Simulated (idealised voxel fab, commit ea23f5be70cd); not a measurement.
process module | voxel released beams
cross-section cut | 300 nm wide | cells 5 nm
A cross-section is a grid of square cells, given in bands from the top down. A band is one or more rows of cells.
Each band's line starts with the height of the band's top and of its bottom, in nm. Then come its materials from left to right, each with its width in nm. One material with "throughout" fills the band from edge to edge. "air" is empty space.
Height 0 is the level under which the wafer as received is all one material. The lowest band goes on downwards, as in "0 down".
A width such as "30 to 40" changes by the same amount from each row of cells to the next, from the band's top row to its bottom row.
"no change" after a step means that no cell of the cross-section changed.
closed voids: empty space of 8 cells or more with no open way to the top, each as width x height at its distance from the left edge, in nm
after a step's settings: what the simulator itself notes on the step
overlay nm, on a step with a mask: how far to the right of its planned place the mask lay; to the left if negative
plan
1 op RECEIVE | material Si
2 op CONFORMAL_DEP | material SiN | thk nm 5
3 op DIRECTIONAL_DEP | material SiO2 | thk nm 15
4 op DIRECTIONAL_DEP | material aC | thk nm 5
5 op PATTERN | tone open | mask id ANCHOR | material resist | width nm 30 | thk nm 30 | overlay nm 0
6 op DIRECTIONAL_ETCH | etch materials aC | depth nm 10
7 op STRIP | etch materials resist
8 op DIRECTIONAL_ETCH | etch materials SiO2 | depth nm 15
9 op STRIP | etch materials aC
10 op CONFORMAL_DEP | material polySi | thk nm 10
11 op PATTERN | tone cover | mask id BEAM | material resist | width nm 105 | thk nm 15 | overlay nm 0
12 op DIRECTIONAL_ETCH | etch materials polySi | depth nm 10
13 op STRIP | etch materials resist
14 op STRIP | etch materials SiO2
varied across the wafers: thk nm of step 4. The plan shows the first wafer's value. All wafers start alike
first wafer as received, after step 1
  0 down: Si throughout
  closed voids: none
each wafer at the end: cells of each material gained (+) or lost (-) since it was received, then its closed voids
thk nm 5 | +60 SiN | +54 polySi | closed voids: none
thk nm 10 | +60 SiN | +54 polySi | closed voids: none
thk nm 15 | +60 SiN | closed voids: none
thk nm 20 | +60 SiN | closed voids: none
thk nm 25 | +60 SiN | closed voids: none
